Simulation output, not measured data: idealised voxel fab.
Documented hereafter: the process module known as voxel ribs on slabs.
Pictured: cross-section cut, 145 nm wide, on a grid of 5 nm square cells.
In this document a cross-section is written as a grid of square cells. It is given as a series of bands, listed from the top down, and a band is one or more rows of cells. Band: top and bottom heights (nm) first, top before bottom; then materials from left to right, widths in nm. "throughout" marks a sole material filling the band edge to edge. "air" denotes empty space. Heights from 0 (as-received wafer is one material below). Bottom band endless downward, as "from 0 down". Note: "30 to 40" means the width goes from the first number (top row of the band) to the second number (bottom row) in equal steps per row of cells. Basically "nothing changed" means that step didn't change any cell in the cross-section. Closed empty spaces (no open way to the top) of 8 cells or more are what "Unvented internal voids" lists, each as width x height at distance from the left edge, nm for all three. On a step's line, text after the settings is the simulator commenting on that step. The optional step-line setting "overlay nm" applies to steps with a mask and quantifies how far to the right of its planned location the mask lay, a negative value indicating leftward placement.
[The following list gives the planned process steps]
1: RECEIVE (material Si)
2: DIRECTIONAL_DEP (material SiO2; thk nm 25)
3: DIRECTIONAL_DEP (material polySi; thk nm 15)
4: DIRECTIONAL_DEP (material aC; thk nm 10)
5: PATTERN (tone cover; mask id RIB; material resist; width nm 15; thk nm 30; overlay nm 0)
6: DIRECTIONAL_ETCH (etch materials aC; depth nm 10)
7: STRIP (etch materials resist)
8: DIRECTIONAL_ETCH (etch materials polySi; depth nm 10)
9: STRIP (etch materials aC)
10: MASKED_ETCH (tone cover; mask id SLAB; width nm 55; etch materials polySi; depth nm 5; overlay nm 0)
11: FILL_DEP (material SiO2; thk nm 25)
12: CMP (height nm 55)
13: DIRECTIONAL_DEP (material TiN; thk nm 10)
14: PATTERN (tone cover; mask id HEATER; material resist; width nm 25; thk nm 20; overlay nm 0)
15: DIRECTIONAL_ETCH (etch materials TiN; depth nm 10)
16: STRIP (etch materials resist)
17: CONFORMAL_DEP (material SiO2; thk nm 5)
[First wafer, two in total, run as planned]
[Cross-section of the wafer as it came to us, i.e., already through step 1]
    from 0 down | Si throughout
    Unvented internal voids: none
[Cross-section through the wafer, step 2 finished]
    from 25 to 0 | SiO2 throughout
    Everything under 0 stays put, no change at all.
[Cross-section through the wafer, step 3 finished]
    from 40 to 25 | polySi throughout
    Everything under 25 stays put, no change at all.
[Cross-section through the wafer, step 4 finished]
    from 50 to 40 | aC throughout
    Everything under 40 stays put, no change at all.
[Cross-section through the wafer, step 5 finished]
    from 80 to 50 | air=65 | resist=15 | air=65
    Everything under 50 stays put, no change at all.
[Cross-section through the wafer, step 6 finished]
    from 70 to 50 | air=65 | resist=15 | air=65
    from 50 to 40 | air=65 | aC=15 | air=65
    Everything under 40 stays put, no change at all.
[Cross-section through the wafer, step 7 finished]
    from 50 to 40 | air=65 | aC=15 | air=65
    Everything under 40 stays put, no change at all.
[Cross-section through the wafer, step 8 finished]
    from 50 to 40 | air=65 | aC=15 | air=65
    from 40 to 30 | air=65 | polySi=15 | air=65
    Everything under 30 stays put, no change at all.
[Cross-section through the wafer, step 9 finished]
    from 40 to 30 | air=65 | polySi=15 | air=65
    Everything under 30 stays put, no change at all.
[Cross-section through the wafer, step 10 finished]
    from 40 to 30 | air=65 | polySi=15 | air=65
    from 30 to 25 | air=45 | polySi=55 | air=45
    Everything under 25 stays put, no change at all.
[Cross-section through the wafer, step 11 finished]
    from 65 to 40 | SiO2 throughout
    from 40 to 30 | SiO2=65 | polySi=15 | SiO2=65
    from 30 to 25 | SiO2=45 | polySi=55 | SiO2=45
    Everything under 25 stays put, no change at all.
[Cross-section through the wafer, step 12 finished]
    from 55 to 40 | SiO2 throughout
    Everything under 40 stays put, no change at all.
[Cross-section through the wafer, step 13 finished]
    from 65 to 55 | TiN throughout
    Everything under 55 stays put, no change at all.
[Cross-section through the wafer, step 14 finished]
    from 85 to 65 | air=60 | resist=25 | air=60
    Everything under 65 stays put, no change at all.
[Cross-section through the wafer, step 15 finished]
    from 85 to 65 | air=60 | resist=25 | air=60
    from 65 to 55 | air=60 | TiN=25 | air=60
    Everything under 55 stays put, no change at all.
[Cross-section through the wafer, step 16 finished]
    from 65 to 55 | air=60 | TiN=25 | air=60
    Everything under 55 stays put, no change at all.
[Cross-section through the wafer, step 17 finished]
    from 70 to 65 | air=55 | SiO2=35 | air=55
    from 65 to 60 | air=55 | SiO2=5 | TiN=25 | SiO2=5 | air=55
    from 60 to 55 | SiO2=60 | TiN=25 | SiO2=60
    Everything under 55 stays put, no change at all.
[It is to be noted that the second wafer proceeded from the same initial state and according to the same plan as the first, although one mistake was committed in its execution; through step 16, inclusive, the two wafers share an identical history]
Second wafer, cross-section, planned end of step 17: nothing changed
Here's what went sideways: plan step 17: skipped, not run
Materials where the second wafer ends with more or fewer cells than the first: SiO2 -33
